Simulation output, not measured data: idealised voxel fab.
Title: Process Module voxel quadruple lines
The cross-section on display is named cut; it measures 190 nm wide, and its cells are 5 nm squares.
Heads up, the way a cross-section reads in here is a grid of square cells, handed over as bands from the top down, with every band being one or more rows of cells. Band: top height; bottom height; in nm. Then, left to right: material with width in nm, for each material. "all across": a single material spanning edge to edge. "air": empty space. Beneath 0, the wafer as received is one material, and that level is where height counting begins. The lowest band goes on downward without a bottom; it is written like "0 and below". Width: "30 to 40" (first number = top row, second number = bottom row, same change from row to row of cells). Where the words "all unchanged" appear for a step, the cross-section shows no cell changed by that step; every cell remained as before. The label "Closed internal voids" introduces a list of the empty spaces, 8 cells or larger, that have no open way up to the top; each entry in it reads width x height at distance, where the distance is taken from the left edge and all three are stated in nm. Whatever follows a step's settings on its line is a remark the simulator itself makes about that step. On any step carrying a mask, the "overlay nm" setting, if present on the step's line, tells how far right of its planned place the mask lay; negative values point to the left.
Intended process steps:
- 1: RECEIVE (material Si)
- 2: CONFORMAL_DEP (material SiO2; thk nm 10)
- 3: DIRECTIONAL_DEP (material W; thk nm 15)
- 4: DIRECTIONAL_DEP (material polySi; thk nm 15)
- 5: DIRECTIONAL_DEP (material aC; thk nm 25)
- 6: PATTERN (tone cover; mask id MANDREL; material resist; width nm 20; pitch nm 60; thk nm 30; overlay nm 0)
- 7: DIRECTIONAL_ETCH (etch materials aC; depth nm 25)
- 8: STRIP (etch materials resist)
- 9: CONFORMAL_DEP (material SiO2; thk nm 10)
- 10: DIRECTIONAL_ETCH (etch materials SiO2; depth nm 10)
- 11: STRIP (etch materials aC)
- 12: DIRECTIONAL_ETCH (etch materials polySi; depth nm 15)
- 13: STRIP (etch materials SiO2)
- 14: CONFORMAL_DEP (material SiCN; thk nm 5)
- 15: DIRECTIONAL_ETCH (etch materials SiCN; depth nm 5)
- 16: STRIP (etch materials polySi)
- 17: DIRECTIONAL_ETCH (etch materials W; depth nm 15)
- 18: STRIP (etch materials SiCN)
So, the first of our two wafers, run just as we planned it:
Incoming wafer, cross-sectional view, post step 1:
> 0 and below | Si all across
> Closed internal voids: none
Cross-section: wafer state after step 2:
> 10 down to 0 | SiO2 all across
> At heights below 0, the structure remains unaltered.
Cross-section: wafer state after step 3:
> 25 down to 10 | W all across
> At heights below 10, the structure remains unaltered.
Cross-section: wafer state after step 4:
> 40 down to 25 | polySi all across
> At heights below 25, the structure remains unaltered.
Cross-section: wafer state after step 5:
> 65 down to 40 | aC all across
> At heights below 40, the structure remains unaltered.
Cross-section: wafer state after step 6:
> 95 down to 65 | air (55) | resist (20) | air (40) | resist (20) | air (55)
> At heights below 65, the structure remains unaltered.
Cross-section: wafer state after step 7:
> 70 down to 65 | air (55) | resist (20) | air (40) | resist (20) | air (55)
> 65 down to 40 | air (55) | aC (20) | air (40) | aC (20) | air (55)
> At heights below 40, the structure remains unaltered.
Cross-section: wafer state after step 8:
> 65 down to 40 | air (55) | aC (20) | air (40) | aC (20) | air (55)
> At heights below 40, the structure remains unaltered.
Cross-section: wafer state after step 9:
> 75 down to 65 | air (45) | SiO2 (40) | air (20) | SiO2 (40) | air (45)
> 65 down to 50 | air (45) | SiO2 (10) | aC (20) | SiO2 (10) | air (20) | SiO2 (10) | aC (20) | SiO2 (10) | air (45)
> 50 down to 40 | SiO2 (55) | aC (20) | SiO2 (40) | aC (20) | SiO2 (55)
> At heights below 40, the structure remains unaltered.
Cross-section: wafer state after step 10:
> 65 down to 40 | air (45) | SiO2 (10) | aC (20) | SiO2 (10) | air (20) | SiO2 (10) | aC (20) | SiO2 (10) | air (45)
> At heights below 40, the structure remains unaltered.
Cross-section: wafer state after step 11:
> 65 down to 40 | air (45) | SiO2 (10) | air (20) | SiO2 (10) | air (20) | SiO2 (10) | air (20) | SiO2 (10) | air (45)
> At heights below 40, the structure remains unaltered.
Cross-section: wafer state after step 12:
> 65 down to 40 | air (45) | SiO2 (10) | air (20) | SiO2 (10) | air (20) | SiO2 (10) | air (20) | SiO2 (10) | air (45)
> 40 down to 25 | air (45) | polySi (10) | air (20) | polySi (10) | air (20) | polySi (10) | air (20) | polySi (10) | air (45)
> At heights below 25, the structure remains unaltered.
Cross-section: wafer state after step 13:
> 40 down to 25 | air (45) | polySi (10) | air (20) | polySi (10) | air (20) | polySi (10) | air (20) | polySi (10) | air (45)
> At heights below 25, the structure remains unaltered.
Cross-section: wafer state after step 14:
> 45 down to 40 | air (40) | SiCN (20) | air (10) | SiCN (20) | air (10) | SiCN (20) | air (10) | SiCN (20) | air (40)
> 40 down to 30 | air (40) | SiCN (5) | polySi (10) | SiCN (5) | air (10) | SiCN (5) | polySi (10) | SiCN (5) | air (10) | SiCN (5) | polySi (10) | SiCN (5) | air (10) | SiCN (5) | polySi (10) | SiCN (5) | air (40)
> 30 down to 25 | SiCN (45) | polySi (10) | SiCN (20) | polySi (10) | SiCN (20) | polySi (10) | SiCN (20) | polySi (10) | SiCN (45)
> At heights below 25, the structure remains unaltered.
Cross-section: wafer state after step 15:
> 40 down to 25 | air (40) | SiCN (5) | polySi (10) | SiCN (5) | air (10) | SiCN (5) | polySi (10) | SiCN (5) | air (10) | SiCN (5) | polySi (10) | SiCN (5) | air (10) | SiCN (5) | polySi (10) | SiCN (5) | air (40)
> At heights below 25, the structure remains unaltered.
Cross-section: wafer state after step 16:
> 40 down to 25 | air (40) | SiCN (5) | air (10) | SiCN (5) | air (10) | SiCN (5) | air (10) | SiCN (5) | air (10) | SiCN (5) | air (10) | SiCN (5) | air (10) | SiCN (5) | air (10) | SiCN (5) | air (40)
> At heights below 25, the structure remains unaltered.
Cross-section: wafer state after step 17:
> 40 down to 25 | air (40) | SiCN (5) | air (10) | SiCN (5) | air (10) | SiCN (5) | air (10) | SiCN (5) | air (10) | SiCN (5) | air (10) | SiCN (5) | air (10) | SiCN (5) | air (10) | SiCN (5) | air (40)
> 25 down to 10 | air (40) | W (5) | air (10) | W (5) | air (10) | W (5) | air (10) | W (5) | air (10) | W (5) | air (10) | W (5) | air (10) | W (5) | air (10) | W (5) | air (40)
> At heights below 10, the structure remains unaltered.
Cross-section: wafer state after step 18:
> 25 down to 10 | air (40) | W (5) | air (10) | W (5) | air (10) | W (5) | air (10) | W (5) | air (10) | W (5) | air (10) | W (5) | air (10) | W (5) | air (10) | W (5) | air (40)
> At heights below 10, the structure remains unaltered.
The remaining wafer, second of the two, started like the first and was run to the same plan, except that one mistake was made along the way; the two coincide through step 15, inclusive:
Cross-section of the second wafer when, according to plan, step 16 should have finished:
> 40 down to 25 | air (40) | SiCN (5) | polySi (10) | SiCN (5) | air (10) | SiCN (5) | polySi (10) | SiCN (5) | air (10) | SiCN (5) | polySi (10) | SiCN (5) | air (10) | SiCN (5) | polySi (10) | SiCN (5) | air (40)
> 25 down to 10 | air (40) | W (20) | air (10) | W (20) | air (10) | W (20) | air (10) | W (20) | air (40)
> At heights below 10, the structure remains unaltered.
Cross-section of the second wafer when, according to plan, step 17 should have finished:
> 40 down to 25 | air (40) | SiCN (5) | air (10) | SiCN (5) | air (10) | SiCN (5) | air (10) | SiCN (5) | air (10) | SiCN (5) | air (10) | SiCN (5) | air (10) | SiCN (5) | air (10) | SiCN (5) | air (40)
> At heights below 25, the structure remains unaltered.
Cross-section of the second wafer when, according to plan, step 18 should have finished:
> 25 down to 10 | air (40) | W (20) | air (10) | W (20) | air (10) | W (20) | air (10) | W (20) | air (40)
> At heights below 10, the structure remains unaltered.
Deviation noted in wafer processing: order of steps 16 and 17 inverted relative to the plan
It is noted that, at the conclusion of processing, the second wafer exhibits a higher or lower cell count for certain materials relative to the first: W +24
